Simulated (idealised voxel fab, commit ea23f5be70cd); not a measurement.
Herein follows the process module entitled voxel trench capacitor.
Section cut is 215 nm wide and gridded with 5 nm square cells.
In what follows, cross-sections appear as grids of square cells, described through bands that run from the top down, where every band is one or more rows of cells. What a band's entry tells you: where the top is and where the bottom is, as heights in nm, and after that what lies inside, material by material from left to right, each with its width in nm. Empty space is written as the word "blank", and a single material marked with the word "edge to edge" occupies the band from edge to edge. It should be noted that heights are counted from 0, beneath which the wafer as supplied is of one material throughout, and that the lowest band possesses no lower boundary but continues downward, as written in "from 0 down". Top row gets the first number, bottom row gets the second, and each row in between changes by the same step: that is how a band width like "30 to 40" works. Step note "no change occurred" = no cross-section cell changed. Empty spaces without an open route to the top, at least 8 cells in extent, make up the entry "Enclosed cavities"; each is given as width x height at distance, where the distance is measured from the left edge, and all are in nm. Heads up: the bit after the settings on a step's line is the simulator's remark on that step. Regarding "overlay nm": on a step with a mask, it is the distance the mask lay to the right of its planned place; a negative value places it to the left.
THE FOLLOWING LIST GIVES THE PLANNED PROCESS STEPS
1. RECEIVE: material Si
2. CONFORMAL_DEP: material SiN, thk nm 10
3. MASKED_ETCH: tone open, mask id TRENCH, width nm 30, pitch nm 45, etch materials SiN, depth nm 10, overlay nm 0
4. MASKED_ETCH: tone open, mask id TRENCH, width nm 30, pitch nm 45, etch materials Si, depth nm 25, overlay nm 0
5. CONFORMAL_DEP: material Al2O3, thk nm 5
6. CONFORMAL_DEP: material TiN, thk nm 5
7. FILL_DEP: material W, thk nm 5
8. CMP: height nm 10
THE FIRST OF TWO WAFERS, RUN AS PLANNED
HERE'S WHAT THE WAFER LOOKED LIKE IN CROSS-SECTION WHEN IT ARRIVED - THAT'S AFTER STEP 1
  from 0 down = Si edge to edge
  Enclosed cavities: none
ONCE STEP 2 IS THROUGH, THE WAFER LOOKS LIKE THIS IN CROSS-SECTION
  from 10 to 0 = SiN edge to edge
  No changes below 0.
ONCE STEP 3 IS THROUGH, THE WAFER LOOKS LIKE THIS IN CROSS-SECTION
  from 10 to 0 = SiN: 45 / blank: 30 / SiN: 15 / blank: 30 / SiN: 15 / blank: 30 / SiN: 50
  No changes below 0.
ONCE STEP 4 IS THROUGH, THE WAFER LOOKS LIKE THIS IN CROSS-SECTION
  from 10 to 0 = SiN: 45 / blank: 30 / SiN: 15 / blank: 30 / SiN: 15 / blank: 30 / SiN: 50
  from 0 to -25 = Si: 45 / blank: 30 / Si: 15 / blank: 30 / Si: 15 / blank: 30 / Si: 50
  No changes below -25.
ONCE STEP 5 IS THROUGH, THE WAFER LOOKS LIKE THIS IN CROSS-SECTION
  from 15 to 10 = Al2O3: 50 / blank: 20 / Al2O3: 25 / blank: 20 / Al2O3: 25 / blank: 20 / Al2O3: 55
  from 10 to 0 = SiN: 45 / Al2O3: 5 / blank: 20 / Al2O3: 5 / SiN: 15 / Al2O3: 5 / blank: 20 / Al2O3: 5 / SiN: 15 / Al2O3: 5 / blank: 20 / Al2O3: 5 / SiN: 50
  from 0 to -20 = Si: 45 / Al2O3: 5 / blank: 20 / Al2O3: 5 / Si: 15 / Al2O3: 5 / blank: 20 / Al2O3: 5 / Si: 15 / Al2O3: 5 / blank: 20 / Al2O3: 5 / Si: 50
  from -20 to -25 = Si: 45 / Al2O3: 30 / Si: 15 / Al2O3: 30 / Si: 15 / Al2O3: 30 / Si: 50
  No changes below -25.
ONCE STEP 6 IS THROUGH, THE WAFER LOOKS LIKE THIS IN CROSS-SECTION
  from 20 to 15 = TiN: 55 / blank: 10 / TiN: 35 / blank: 10 / TiN: 35 / blank: 10 / TiN: 60
  from 15 to 10 = Al2O3: 50 / TiN: 5 / blank: 10 / TiN: 5 / Al2O3: 25 / TiN: 5 / blank: 10 / TiN: 5 / Al2O3: 25 / TiN: 5 / blank: 10 / TiN: 5 / Al2O3: 55
  from 10 to 0 = SiN: 45 / Al2O3: 5 / TiN: 5 / blank: 10 / TiN: 5 / Al2O3: 5 / SiN: 15 / Al2O3: 5 / TiN: 5 / blank: 10 / TiN: 5 / Al2O3: 5 / SiN: 15 / Al2O3: 5 / TiN: 5 / blank: 10 / TiN: 5 / Al2O3: 5 / SiN: 50
  from 0 to -15 = Si: 45 / Al2O3: 5 / TiN: 5 / blank: 10 / TiN: 5 / Al2O3: 5 / Si: 15 / Al2O3: 5 / TiN: 5 / blank: 10 / TiN: 5 / Al2O3: 5 / Si: 15 / Al2O3: 5 / TiN: 5 / blank: 10 / TiN: 5 / Al2O3: 5 / Si: 50
  from -15 to -20 = Si: 45 / Al2O3: 5 / TiN: 20 / Al2O3: 5 / Si: 15 / Al2O3: 5 / TiN: 20 / Al2O3: 5 / Si: 15 / Al2O3: 5 / TiN: 20 / Al2O3: 5 / Si: 50
  No changes below -20.
ONCE STEP 7 IS THROUGH, THE WAFER LOOKS LIKE THIS IN CROSS-SECTION
  from 25 to 20 = W edge to edge
  from 20 to 15 = TiN: 55 / W: 10 / TiN: 35 / W: 10 / TiN: 35 / W: 10 / TiN: 60
  from 15 to 10 = Al2O3: 50 / TiN: 5 / W: 10 / TiN: 5 / Al2O3: 25 / TiN: 5 / W: 10 / TiN: 5 / Al2O3: 25 / TiN: 5 / W: 10 / TiN: 5 / Al2O3: 55
  from 10 to 0 = SiN: 45 / Al2O3: 5 / TiN: 5 / W: 10 / TiN: 5 / Al2O3: 5 / SiN: 15 / Al2O3: 5 / TiN: 5 / W: 10 / TiN: 5 / Al2O3: 5 / SiN: 15 / Al2O3: 5 / TiN: 5 / W: 10 / TiN: 5 / Al2O3: 5 / SiN: 50
  from 0 to -15 = Si: 45 / Al2O3: 5 / TiN: 5 / W: 10 / TiN: 5 / Al2O3: 5 / Si: 15 / Al2O3: 5 / TiN: 5 / W: 10 / TiN: 5 / Al2O3: 5 / Si: 15 / Al2O3: 5 / TiN: 5 / W: 10 / TiN: 5 / Al2O3: 5 / Si: 50
  No changes below -15.
ONCE STEP 8 IS THROUGH, THE WAFER LOOKS LIKE THIS IN CROSS-SECTION
  from 10 to 0 = SiN: 45 / Al2O3: 5 / TiN: 5 / W: 10 / TiN: 5 / Al2O3: 5 / SiN: 15 / Al2O3: 5 / TiN: 5 / W: 10 / TiN: 5 / Al2O3: 5 / SiN: 15 / Al2O3: 5 / TiN: 5 / W: 10 / TiN: 5 / Al2O3: 5 / SiN: 50
  No changes below 0.
SECOND WAFER (IDENTICAL START AND PLAN, ONE PROCESSING ERROR; MATCHES FIRST WAFER THROUGH STEP 4)
CROSS-SECTIONAL REPRESENTATION OF THE SECOND WAFER AT THE TIME DESIGNATED IN THE PLAN FOR THE COMPLETION OF STEP 5
  from 15 to 10 = TiN: 50 / blank: 20 / TiN: 25 / blank: 20 / TiN: 25 / blank: 20 / TiN: 55
  from 10 to 0 = SiN: 45 / TiN: 5 / blank: 20 / TiN: 5 / SiN: 15 / TiN: 5 / blank: 20 / TiN: 5 / SiN: 15 / TiN: 5 / blank: 20 / TiN: 5 / SiN: 50
  from 0 to -20 = Si: 45 / TiN: 5 / blank: 20 / TiN: 5 / Si: 15 / TiN: 5 / blank: 20 / TiN: 5 / Si: 15 / TiN: 5 / blank: 20 / TiN: 5 / Si: 50
  from -20 to -25 = Si: 45 / TiN: 30 / Si: 15 / TiN: 30 / Si: 15 / TiN: 30 / Si: 50
  No changes below -25.
CROSS-SECTIONAL REPRESENTATION OF THE SECOND WAFER AT THE TIME DESIGNATED IN THE PLAN FOR THE COMPLETION OF STEP 6
  from 20 to 15 = Al2O3: 55 / blank: 10 / Al2O3: 35 / blank: 10 / Al2O3: 35 / blank: 10 / Al2O3: 60
  from 15 to 10 = TiN: 50 / Al2O3: 5 / blank: 10 / Al2O3: 5 / TiN: 25 / Al2O3: 5 / blank: 10 / Al2O3: 5 / TiN: 25 / Al2O3: 5 / blank: 10 / Al2O3: 5 / TiN: 55
  from 10 to 0 = SiN: 45 / TiN: 5 / Al2O3: 5 / blank: 10 / Al2O3: 5 / TiN: 5 / SiN: 15 / TiN: 5 / Al2O3: 5 / blank: 10 / Al2O3: 5 / TiN: 5 / SiN: 15 / TiN: 5 / Al2O3: 5 / blank: 10 / Al2O3: 5 / TiN: 5 / SiN: 50
  from 0 to -15 = Si: 45 / TiN: 5 / Al2O3: 5 / blank: 10 / Al2O3: 5 / TiN: 5 / Si: 15 / TiN: 5 / Al2O3: 5 / blank: 10 / Al2O3: 5 / TiN: 5 / Si: 15 / TiN: 5 / Al2O3: 5 / blank: 10 / Al2O3: 5 / TiN: 5 / Si: 50
  from -15 to -20 = Si: 45 / TiN: 5 / Al2O3: 20 / TiN: 5 / Si: 15 / TiN: 5 / Al2O3: 20 / TiN: 5 / Si: 15 / TiN: 5 / Al2O3: 20 / TiN: 5 / Si: 50
  No changes below -20.
CROSS-SECTIONAL REPRESENTATION OF THE SECOND WAFER AT THE TIME DESIGNATED IN THE PLAN FOR THE COMPLETION OF STEP 7
  from 25 to 20 = W edge to edge
  from 20 to 15 = Al2O3: 55 / W: 10 / Al2O3: 35 / W: 10 / Al2O3: 35 / W: 10 / Al2O3: 60
  from 15 to 10 = TiN: 50 / Al2O3: 5 / W: 10 / Al2O3: 5 / TiN: 25 / Al2O3: 5 / W: 10 / Al2O3: 5 / TiN: 25 / Al2O3: 5 / W: 10 / Al2O3: 5 / TiN: 55
  from 10 to 0 = SiN: 45 / TiN: 5 / Al2O3: 5 / W: 10 / Al2O3: 5 / TiN: 5 / SiN: 15 / TiN: 5 / Al2O3: 5 / W: 10 / Al2O3: 5 / TiN: 5 / SiN: 15 / TiN: 5 / Al2O3: 5 / W: 10 / Al2O3: 5 / TiN: 5 / SiN: 50
  from 0 to -15 = Si: 45 / TiN: 5 / Al2O3: 5 / W: 10 / Al2O3: 5 / TiN: 5 / Si: 15 / TiN: 5 / Al2O3: 5 / W: 10 / Al2O3: 5 / TiN: 5 / Si: 15 / TiN: 5 / Al2O3: 5 / W: 10 / Al2O3: 5 / TiN: 5 / Si: 50
  No changes below -15.
CROSS-SECTIONAL REPRESENTATION OF THE SECOND WAFER AT THE TIME DESIGNATED IN THE PLAN FOR THE COMPLETION OF STEP 8
  from 10 to 0 = SiN: 45 / TiN: 5 / Al2O3: 5 / W: 10 / Al2O3: 5 / TiN: 5 / SiN: 15 / TiN: 5 / Al2O3: 5 / W: 10 / Al2O3: 5 / TiN: 5 / SiN: 15 / TiN: 5 / Al2O3: 5 / W: 10 / Al2O3: 5 / TiN: 5 / SiN: 50
  No changes below 0.
Deviation noted in wafer processing: steps 5 and 6: order swapped relative to plan
Wafer comparison, final, in cells, second relative to first, materials more or fewer: Al2O3: 12 fewer; TiN: 12 more
